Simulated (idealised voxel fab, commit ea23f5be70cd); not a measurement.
A process module follows: voxel gate over fins.
This is section cut - it's 210 nm across, gridded in 5 nm square cells.
A cross-section is written here as square cells arranged in a grid, and it is given in bands from the top down, each band taking up one or more rows of cells. Band: top and bottom heights (nm) first, top before bottom; then materials from left to right, widths in nm. "everywhere" marks a sole material filling the band edge to edge. "air" denotes empty space. Heights are expressed relative to 0, this being the level below which the as-received wafer comprises one material exclusively. The lowest band is unbounded in the downward direction and is denoted as in "0 down". Graded width ("30->40"): value in top row of band = first number; value in bottom row = second number; row-to-row change constant. It should be understood that the words "nothing changed", when stated for a given step, signify that the cross-section underwent no change in any of its cells during that step. Voids not open to the top, 8 cells minimum: see "Entrapped voids". Written width x height at distance; distance is from the left edge; nm. Past the settings on a step's line: simulator remark, on that step. What "overlay nm" on a step's line means: if the step has a mask, that mask lay this far to the right of its planned place, or, when the value is negative, to the left.
### The steps planned for the process are as follows
1: RECEIVE with material Si
2: CONFORMAL_DEP with material SiN, thk nm 10
3: MASKED_ETCH with tone cover, mask id FINS, width nm 15, pitch nm 40, etch materials SiN, depth nm 10, overlay nm 0
4: MASKED_ETCH with tone cover, mask id FINS, width nm 15, pitch nm 40, etch materials Si, depth nm 35, overlay nm 0
5: OXIDIZE with depth nm 5
6: FILL_DEP with material SiO2, thk nm 15
7: CMP with height nm 10
8: SELECTIVE_ETCH with etch materials SiO2, depth nm 20
9: STRIP with etch materials SiN
10: CONFORMAL_DEP with material HfO2, thk nm 5
11: CONFORMAL_DEP with material TiN, thk nm 5
12: FILL_DEP with material W, thk nm 15
13: CMP with height nm 20
14: CONFORMAL_DEP with material SiN, thk nm 5
### The cross-section here shows the wafer as received, i.e. in its state after step 1
	0 down | Si everywhere
	Entrapped voids: none
### first wafer at the end, as planned
	25 to 20 | SiN everywhere
	20 to 10 | W everywhere
	10 to 5 | W 70 | TiN 25 | W 15 | TiN 25 | W 75
	5 to 0 | W 70 | TiN 5 | HfO2 15 | TiN 5 | W 15 | TiN 5 | HfO2 15 | TiN 5 | W 75
	0 to -5 | TiN 75 | HfO2 5 | Si 5 | HfO2 5 | TiN 25 | HfO2 5 | Si 5 | HfO2 5 | TiN 80
	-5 to -10 | HfO2 80 | Si 5 | HfO2 35 | Si 5 | HfO2 85
	-10 to -40 | SiO2 80 | Si 5 | SiO2 35 | Si 5 | SiO2 85
	-40 down | Si everywhere
	Entrapped voids: none
### Same start, same plan as the first wafer - but one mistake in the run. Cross-section of the second of the two at the end of the module
	25 to 20 | SiN everywhere
	20 to 5 | W everywhere
	5 to 0 | W 70 | TiN 25 | W 15 | TiN 25 | W 75
	0 to -5 | TiN 75 | HfO2 15 | TiN 25 | HfO2 15 | TiN 80
	-5 to -10 | HfO2 80 | Si 5 | HfO2 35 | Si 5 | HfO2 85
	-10 to -40 | SiO2 80 | Si 5 | SiO2 35 | Si 5 | SiO2 85
	-40 down | Si everywhere
	Entrapped voids: none
What broke from the plan during processing? step 2 of the plan was omitted and not executed
The final cell counts differ between the wafers, with the second having more or fewer of some materials than the first: -4 HfO2 | -2 Si | -4 TiN | +10 W
